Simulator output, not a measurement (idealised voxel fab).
Process module in this document: voxel spacer lines
cross-section cut | 165 nm wide | cells 5 nm
Think of the cross-section as a grid of square cells. We describe it in bands, top to bottom, and each band covers one or more rows of those cells.
Band: top height; bottom height; in nm. Then, left to right: material with width in nm, for each material. "all across": a single material spanning edge to edge. "empty": empty space.
Heights from 0 (as-received wafer is one material below). Bottom band endless downward, as "0 -> down".
The expression "30 to 40" gives the width at the extremes of the band, the first number at its top row of cells and the second at its bottom row, with the width changing by equal amounts from each row to the next in between.
Take "changes: none" at face value: in the step it is given for, the cross-section changed in none of its cells.
In the "Entrapped void list" entry, you get each enclosed empty space of 8 cells or more, one with no open way to the top, written width x height at distance, distance from the left edge, in nm.
Post-settings text on a step line: simulator's own remark regarding the step.
Among the settings permitted on a step's line is "overlay nm"; applied to a step with a mask, it specifies the extent to which the mask lay to the right of its planned position, whereas a negative figure signifies a position to the left.

Below is the list of planned process steps
| 1 | RECEIVE | material Si |
| 2 | CONFORMAL_DEP | material SiO2 | thk nm 5 |
| 3 | DIRECTIONAL_DEP | material W | thk nm 20 |
| 4 | DIRECTIONAL_DEP | material polySi | thk nm 30 |
| 5 | PATTERN | tone cover | mask id MANDREL | material resist | width nm 20 | pitch nm 60 | thk nm 40 | overlay nm 0 |
| 6 | DIRECTIONAL_ETCH | etch materials polySi | depth nm 30 |
| 7 | STRIP | etch materials resist |
| 8 | CONFORMAL_DEP | material SiN | thk nm 10 |
| 9 | DIRECTIONAL_ETCH | etch materials SiN | depth nm 10 |
| 10 | STRIP | etch materials polySi |
| 11 | DIRECTIONAL_ETCH | etch materials W | depth nm 20 |
| 12 | STRIP | etch materials SiN |

First of two wafers: run as planned

As-received wafer cross-section (after step 1)
- 0 -> down | Si all across
- Entrapped void list: none

After step 2: wafer cross-section
- 5 -> 0 | SiO2 all across
- Under the height 0 nothing was changed.

After step 3: wafer cross-section
- 25 -> 5 | W all across
- Under the height 5 nothing was changed.

After step 4: wafer cross-section
- 55 -> 25 | polySi all across
- Under the height 25 nothing was changed.

After step 5: wafer cross-section
- 95 -> 55 | empty 40 nm / resist 20 nm / empty 40 nm / resist 20 nm / empty 45 nm
- Under the height 55 nothing was changed.

After step 6: wafer cross-section
- 95 -> 55 | empty 40 nm / resist 20 nm / empty 40 nm / resist 20 nm / empty 45 nm
- 55 -> 25 | empty 40 nm / polySi 20 nm / empty 40 nm / polySi 20 nm / empty 45 nm
- Under the height 25 nothing was changed.

After step 7: wafer cross-section
- 55 -> 25 | empty 40 nm / polySi 20 nm / empty 40 nm / polySi 20 nm / empty 45 nm
- Under the height 25 nothing was changed.

After step 8: wafer cross-section
- 65 -> 55 | empty 30 nm / SiN 40 nm / empty 20 nm / SiN 40 nm / empty 35 nm
- 55 -> 35 | empty 30 nm / SiN 10 nm / polySi 20 nm / SiN 10 nm / empty 20 nm / SiN 10 nm / polySi 20 nm / SiN 10 nm / empty 35 nm
- 35 -> 25 | SiN 40 nm / polySi 20 nm / SiN 40 nm / polySi 20 nm / SiN 45 nm
- Under the height 25 nothing was changed.

After step 9: wafer cross-section
- 55 -> 25 | empty 30 nm / SiN 10 nm / polySi 20 nm / SiN 10 nm / empty 20 nm / SiN 10 nm / polySi 20 nm / SiN 10 nm / empty 35 nm
- Under the height 25 nothing was changed.

After step 10: wafer cross-section
- 55 -> 25 | empty 30 nm / SiN 10 nm / empty 20 nm / SiN 10 nm / empty 20 nm / SiN 10 nm / empty 20 nm / SiN 10 nm / empty 35 nm
- Under the height 25 nothing was changed.

After step 11: wafer cross-section
- 55 -> 25 | empty 30 nm / SiN 10 nm / empty 20 nm / SiN 10 nm / empty 20 nm / SiN 10 nm / empty 20 nm / SiN 10 nm / empty 35 nm
- 25 -> 5 | empty 30 nm / W 10 nm / empty 20 nm / W 10 nm / empty 20 nm / W 10 nm / empty 20 nm / W 10 nm / empty 35 nm
- Under the height 5 nothing was changed.

After step 12: wafer cross-section
- 25 -> 5 | empty 30 nm / W 10 nm / empty 20 nm / W 10 nm / empty 20 nm / W 10 nm / empty 20 nm / W 10 nm / empty 35 nm
- Under the height 5 nothing was changed.

Wafer two of two - same starting point, same process plan, one mistake in execution; matches wafer one up to and including step 9

Second wafer, section view, time point: scheduled end of step 10
- 55 -> 25 | empty 30 nm / SiN 10 nm / polySi 20 nm / SiN 10 nm / empty 20 nm / SiN 10 nm / polySi 20 nm / SiN 10 nm / empty 35 nm
- 25 -> 5 | empty 30 nm / W 40 nm / empty 20 nm / W 40 nm / empty 35 nm
- Under the height 5 nothing was changed.

Second wafer, section view, time point: scheduled end of step 11
- 55 -> 25 | empty 30 nm / SiN 10 nm / empty 20 nm / SiN 10 nm / empty 20 nm / SiN 10 nm / empty 20 nm / SiN 10 nm / empty 35 nm
- Under the height 25 nothing was changed.

Second wafer, section view, time point: scheduled end of step 12
- 25 -> 5 | empty 30 nm / W 40 nm / empty 20 nm / W 40 nm / empty 35 nm
- Under the height 5 nothing was changed.
Deviation noted in wafer processing: step 10 ran in the slot meant for step 11, and vice versa
Counted in cells at the end, the second wafer holds more or fewer of these materials than the first: W: 32 more
